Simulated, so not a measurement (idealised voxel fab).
process module | voxel capacitor over wiring
cross-section cut | 260 nm wide | cells 5 nm
A cross-section is a grid of square cells, given in bands from the top down. A band is one or more rows of cells.
Each band's line starts with the height of the band's top and of its bottom, in nm. Then come its materials from left to right, each with its width in nm. One material with "throughout" fills the band from edge to edge. "air" is empty space.
Height 0 is the level under which the wafer as received is all one material. The lowest band goes on downwards, as in "0 down".
A width such as "30 to 40" changes by the same amount from each row of cells to the next, from the band's top row to its bottom row.
"no change" after a step means that no cell of the cross-section changed.
closed voids: empty space of 8 cells or more with no open way to the top, each as width x height at its distance from the left edge, in nm
after a step's settings: what the simulator itself notes on the step
overlay nm, on a step with a mask: how far to the right of its planned place the mask lay; to the left if negative
plan
1 op RECEIVE | material Si
2 op CONFORMAL_DEP | material SiO2 | thk nm 10
3 op DIRECTIONAL_DEP | material TiN | thk nm 5
4 op DIRECTIONAL_DEP | material W | thk nm 15
5 op MASKED_ETCH | tone cover | mask id METAL_1 | width nm 30 | pitch nm 100 | etch materials W | depth nm 15 | overlay nm 0
6 op MASKED_ETCH | tone cover | mask id METAL_1 | width nm 30 | pitch nm 100 | etch materials TiN | depth nm 5 | overlay nm 0
7 op CONFORMAL_DEP | material SiN | thk nm 5
8 op FILL_DEP | material lowk | thk nm 10
9 op CMP | height nm 30
10 op CONFORMAL_DEP | material SiCN | thk nm 5
11 op DIRECTIONAL_DEP | material lowk | thk nm 15
12 op MASKED_ETCH | tone open | mask id PLUG_1 | width nm 15 | etch materials lowk | depth nm 15 | overlay nm 0
13 op MASKED_ETCH | tone open | mask id PLUG_1 | width nm 15 | etch materials SiCN | depth nm 5 | overlay nm 0
14 op EPI | material Ru | thk nm 10
15 op EPI | material Ru | thk nm 10
16 op DIRECTIONAL_DEP | material TiN | thk nm 5
17 op DIRECTIONAL_DEP | material HfO2 | thk nm 5
18 op DIRECTIONAL_DEP | material TiN | thk nm 10
19 op DIRECTIONAL_DEP | material aC | thk nm 15
20 op PATTERN | tone cover | mask id UPPER_PLATE | material resist | width nm 75 | thk nm 35 | overlay nm 0
21 op DIRECTIONAL_ETCH | etch materials aC | depth nm 15
22 op STRIP | etch materials resist
23 op DIRECTIONAL_ETCH | etch materials TiN | depth nm 10
24 op DIRECTIONAL_ETCH | etch materials HfO2 | depth nm 5
25 op STRIP | etch materials aC
26 op DIRECTIONAL_DEP | material aC | thk nm 15
27 op PATTERN | tone cover | mask id LOWER_PLATE | material resist | width nm 85 | thk nm 30 | overlay nm 0
28 op DIRECTIONAL_ETCH | etch materials aC | depth nm 15
29 op STRIP | etch materials resist
30 op DIRECTIONAL_ETCH | etch materials TiN | depth nm 5
31 op STRIP | etch materials aC
32 op FILL_DEP | material SiO2 | thk nm 15
33 op CMP | height nm 80
34 op DIRECTIONAL_DEP | material aC | thk nm 10
35 op PATTERN | tone open | mask id PLUG_2 | material resist | width nm 15 | thk nm 25 | overlay nm 0
36 op DIRECTIONAL_ETCH | etch materials aC | depth nm 10
37 op STRIP | etch materials resist
38 op DIRECTIONAL_ETCH | etch materials SiO2 | depth nm 10
39 op STRIP | etch materials aC
40 op CONFORMAL_DEP | material TiN | thk nm 5
41 op FILL_DEP | material Cu | thk nm 5
42 op CMP | height nm 80
43 op CONFORMAL_DEP | material SiN | thk nm 5
as received, after step 1
  0 down: Si throughout
  closed voids: none
a wafer at the end: this start, this plan, one mistake
  85 to 80: SiN throughout
  80 to 70: SiO2 80 | TiN 25 | SiO2 155
  70 to 65: SiO2 80 | HfO2 25 | TiN 50 | SiO2 105
  65 to 60: SiO2 75 | TiN 80 | SiO2 105
  60 to 55: SiO2 70 | Ru 35 | HfO2 50 | SiO2 105
  55 to 50: SiO2 70 | Ru 35 | TiN 55 | SiO2 100
  50 to 35: lowk 80 | Ru 15 | lowk 165
  35 to 30: SiCN 80 | Ru 15 | SiCN 165
  30 to 15: lowk 60 | SiN 5 | W 30 | SiN 5 | lowk 60 | SiN 5 | W 30 | SiN 5 | lowk 60
  15 to 10: SiN 65 | TiN 30 | SiN 70 | TiN 30 | SiN 65
  10 to 0: SiO2 throughout
  0 down: Si throughout
  closed voids: none
what went wrong: one of the steps 14 and 15, which are alike, was run twice
